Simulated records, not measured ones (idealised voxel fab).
The following is a process module called voxel fin reveal.
Cross-section cut spans 180 nm and uses square cells 5 nm in size.
In this document a cross-section is written as a grid of square cells. It is given as a series of bands, listed from the top down, and a band is one or more rows of cells. Band: top and bottom heights (nm) first, top before bottom; then materials from left to right, widths in nm. "edge to edge" marks a sole material filling the band edge to edge. "air" denotes empty space. The reference from which all heights are counted is 0, the level beneath which the as-received wafer is entirely one material; the lowest band, having no lower bound, proceeds downward and is written after the example "from 0 down". Quick explanation for "30..40": the width changes in equal steps down the rows of cells, from the first number in the band's top row to the second number in its bottom row. Step note "changes: none" = no cross-section cell changed. In the "Trapped cavities" entry, you get each enclosed empty space of 8 cells or more, one with no open way to the top, written width x height at distance, distance from the left edge, in nm. That trailing text on a step's line, after the settings, is the simulator's own remark on the step. A step's line can hold "overlay nm"; with a mask on that step, the setting says how far right of the planned place the mask lay, while a negative setting says it lay to the left.
-- List of planned process steps
1,RECEIVE with material Si
2,CONFORMAL_DEP with material SiN, thk nm 10
3,MASKED_ETCH with tone cover, mask id FINS, width nm 15, pitch nm 40, etch materials SiN, depth nm 10, overlay nm 0
4,MASKED_ETCH with tone cover, mask id FINS, width nm 15, pitch nm 40, etch materials Si, depth nm 30, overlay nm 0
5,FILL_DEP with material SiO2, thk nm 5
6,CMP with height nm 10
7,SELECTIVE_ETCH with etch materials SiO2, depth nm 25
8,STRIP with etch materials SiN
-- Concerning the first of two wafers, which was run in accordance with the plan
-- Incoming wafer in cross-section (state: after step 1)
from 0 down: Si edge to edge
Trapped cavities: none
-- The wafer, seen in cross-section, after step 2
from 10 to 0: SiN edge to edge
At heights below 0, the structure remains unaltered.
-- The wafer, seen in cross-section, after step 3
from 10 to 0: air=60, SiN=15, air=25, SiN=15, air=65
At heights below 0, the structure remains unaltered.
-- The wafer, seen in cross-section, after step 4
from 10 to 0: air=60, SiN=15, air=25, SiN=15, air=65
from 0 to -30: air=60, Si=15, air=25, Si=15, air=65
At heights below -30, the structure remains unaltered.
-- The wafer, seen in cross-section, after step 5
from 15 to 10: SiO2 edge to edge
from 10 to 0: SiO2=60, SiN=15, SiO2=25, SiN=15, SiO2=65
from 0 to -30: SiO2=60, Si=15, SiO2=25, Si=15, SiO2=65
At heights below -30, the structure remains unaltered.
-- The wafer, seen in cross-section, after step 6
from 10 to 0: SiO2=60, SiN=15, SiO2=25, SiN=15, SiO2=65
At heights below 0, the structure remains unaltered.
-- The wafer, seen in cross-section, after step 7
from 10 to 0: air=60, SiN=15, air=25, SiN=15, air=65
from 0 to -15: air=60, Si=15, air=25, Si=15, air=65
At heights below -15, the structure remains unaltered.
-- The wafer, seen in cross-section, after step 8
from 0 to -15: air=60, Si=15, air=25, Si=15, air=65
At heights below -15, the structure remains unaltered.
-- Wafer two of the pair: same origin, same plan, one error during the run; identical to wafer one up to and including step 7
-- Second wafer cross-section, taken as of the time the plan sets for step 8 to be done
from 10 to 0: air=60, SiN=15, air=25, SiN=15, air=65
from 0 to -30: air=60, Si=15, air=25, Si=15, air=65
At heights below -30, the structure remains unaltered.
Short version of what went wrong: step 8 ran as: STRIP with etch materials SiO2
Final wafer comparison in cells, second versus first, more or fewer per material: SiN +12; SiO2 -90
